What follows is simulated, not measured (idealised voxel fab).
process module | voxel capacitor over wiring
cross-section cut | 300 nm wide | cells 5 nm
A cross-section is a grid of square cells, given in bands from the top down. A band is one or more rows of cells.
Each band's line starts with the height of the band's top and of its bottom, in nm. Then come its materials from left to right, each with its width in nm. One material with "throughout" fills the band from edge to edge. "air" is empty space.
Height 0 is the level under which the wafer as received is all one material. The lowest band goes on downwards, as in "0 down".
A width such as "30 to 40" changes by the same amount from each row of cells to the next, from the band's top row to its bottom row.
"no change" after a step means that no cell of the cross-section changed.
closed voids: empty space of 8 cells or more with no open way to the top, each as width x height at its distance from the left edge, in nm
after a step's settings: what the simulator itself notes on the step
overlay nm, on a step with a mask: how far to the right of its planned place the mask lay; to the left if negative
plan
1 op RECEIVE | material Si
2 op CONFORMAL_DEP | material SiO2 | thk nm 10
3 op DIRECTIONAL_DEP | material TiN | thk nm 5
4 op DIRECTIONAL_DEP | material W | thk nm 20
5 op DIRECTIONAL_DEP | material aC | thk nm 15
6 op PATTERN | tone cover | mask id METAL_1 | material resist | width nm 30 | pitch nm 95 | thk nm 35 | overlay nm 0
7 op DIRECTIONAL_ETCH | etch materials aC | depth nm 15
8 op STRIP | etch materials resist
9 op DIRECTIONAL_ETCH | etch materials W | depth nm 20
10 op DIRECTIONAL_ETCH | etch materials TiN | depth nm 5
11 op STRIP | etch materials aC
12 op FILL_DEP | material SiO2 | thk nm 5
13 op CMP | height nm 35
14 op CONFORMAL_DEP | material SiCN | thk nm 5
15 op DIRECTIONAL_DEP | material lowk | thk nm 20
16 op PATTERN | tone open | mask id PLUG_1 | material resist | width nm 15 | thk nm 20 | overlay nm -15
17 op DIRECTIONAL_ETCH | etch materials lowk | depth nm 20
18 op DIRECTIONAL_ETCH | etch materials SiCN | depth nm 5
19 op STRIP | etch materials resist
20 op CONFORMAL_DEP | material TiN | thk nm 5
21 op FILL_DEP | material Cu | thk nm 5
22 op CMP | height nm 60
23 op DIRECTIONAL_DEP | material TiN | thk nm 10
24 op DIRECTIONAL_DEP | material HfO2 | thk nm 5
25 op DIRECTIONAL_DEP | material TiN | thk nm 5
26 op PATTERN | tone cover | mask id UPPER_PLATE | material resist | width nm 70 | thk nm 20 | overlay nm 0
27 op DIRECTIONAL_ETCH | etch materials TiN | depth nm 5
28 op DIRECTIONAL_ETCH | etch materials HfO2 | depth nm 5
29 op STRIP | etch materials resist
30 op DIRECTIONAL_DEP | material aC | thk nm 15
31 op PATTERN | tone cover | mask id LOWER_PLATE | material resist | width nm 80 | thk nm 30 | overlay nm 0
32 op DIRECTIONAL_ETCH | etch materials aC | depth nm 15
33 op STRIP | etch materials resist
34 op DIRECTIONAL_ETCH | etch materials TiN | depth nm 10
35 op STRIP | etch materials aC
36 op FILL_DEP | material SiO2 | thk nm 15
37 op CMP | height nm 90
38 op MASKED_ETCH | tone open | mask id PLUG_2 | width nm 15 | etch materials SiO2 | depth nm 10 | overlay nm 0
39 op CONFORMAL_DEP | material TiN | thk nm 5
40 op FILL_DEP | material Ru | thk nm 10
41 op CMP | height nm 90
42 op CONFORMAL_DEP | material SiN | thk nm 5
varied across the wafers: overlay nm of step 16. The plan shows the first wafer's value. All wafers start alike
first wafer as received, after step 1
  0 down: Si throughout
  closed voids: none
first wafer at the end, after step 42
  95 to 90: SiN throughout
  90 to 85: SiO2 110 | TiN 5 | Ru 5 | TiN 5 | SiO2 175
  85 to 75: SiO2 110 to 100 | TiN 15 to 70 | SiO2 175 to 130
  75 to 70: SiO2 100 | HfO2 70 | SiO2 130
  70 to 60: SiO2 95 | TiN 80 | SiO2 125
  60 to 40: lowk 85 | TiN 5 | Cu 5 | TiN 5 | lowk 200
  40 to 35: SiCN 85 | TiN 15 | SiCN 200
  35 to 15: SiO2 85 | W 30 | SiO2 65 | W 30 | SiO2 90
  15 to 10: SiO2 85 | TiN 30 | SiO2 65 | TiN 30 | SiO2 90
  10 to 0: SiO2 throughout
  0 down: Si throughout
  closed voids: none
last wafer at the end
  95 to 90: SiN throughout
  90 to 85: SiO2 110 | TiN 5 | Ru 5 | TiN 5 | SiO2 175
  85 to 75: SiO2 110 to 100 | TiN 15 to 70 | SiO2 175 to 130
  75 to 70: SiO2 100 | HfO2 70 | SiO2 130
  70 to 60: SiO2 95 | TiN 80 | SiO2 125
  60 to 40: lowk 115 | TiN 5 | Cu 5 | TiN 5 | lowk 170
  40 to 35: SiCN 115 | TiN 15 | SiCN 170
  35 to 15: SiO2 85 | W 30 | SiO2 65 | W 30 | SiO2 90
  15 to 10: SiO2 85 | TiN 30 | SiO2 65 | TiN 30 | SiO2 90
  10 to 0: SiO2 throughout
  0 down: Si throughout
  closed voids: none
each wafer at the end: cells of each material gained (+) or lost (-) since it was received, then its closed voids
overlay nm -15 | +4 Cu | +14 HfO2 | +1 Ru | +57 SiCN | +60 SiN | +654 SiO2 | +74 TiN | +48 W | +228 lowk | closed voids: none
overlay nm -10 | +4 Cu | +14 HfO2 | +1 Ru | +57 SiCN | +60 SiN | +654 SiO2 | +74 TiN | +48 W | +228 lowk | closed voids: none
overlay nm -5 | +4 Cu | +14 HfO2 | +1 Ru | +57 SiCN | +60 SiN | +654 SiO2 | +74 TiN | +48 W | +228 lowk | closed voids: none
overlay nm 0 | +4 Cu | +14 HfO2 | +1 Ru | +57 SiCN | +60 SiN | +654 SiO2 | +74 TiN | +48 W | +228 lowk | closed voids: none
overlay nm 5 | +4 Cu | +14 HfO2 | +1 Ru | +57 SiCN | +60 SiN | +654 SiO2 | +74 TiN | +48 W | +228 lowk | closed voids: none
overlay nm 10 | +4 Cu | +14 HfO2 | +1 Ru | +57 SiCN | +60 SiN | +654 SiO2 | +74 TiN | +48 W | +228 lowk | closed voids: none
overlay nm 15 | +4 Cu | +14 HfO2 | +1 Ru | +57 SiCN | +60 SiN | +654 SiO2 | +74 TiN | +48 W | +228 lowk | closed voids: none
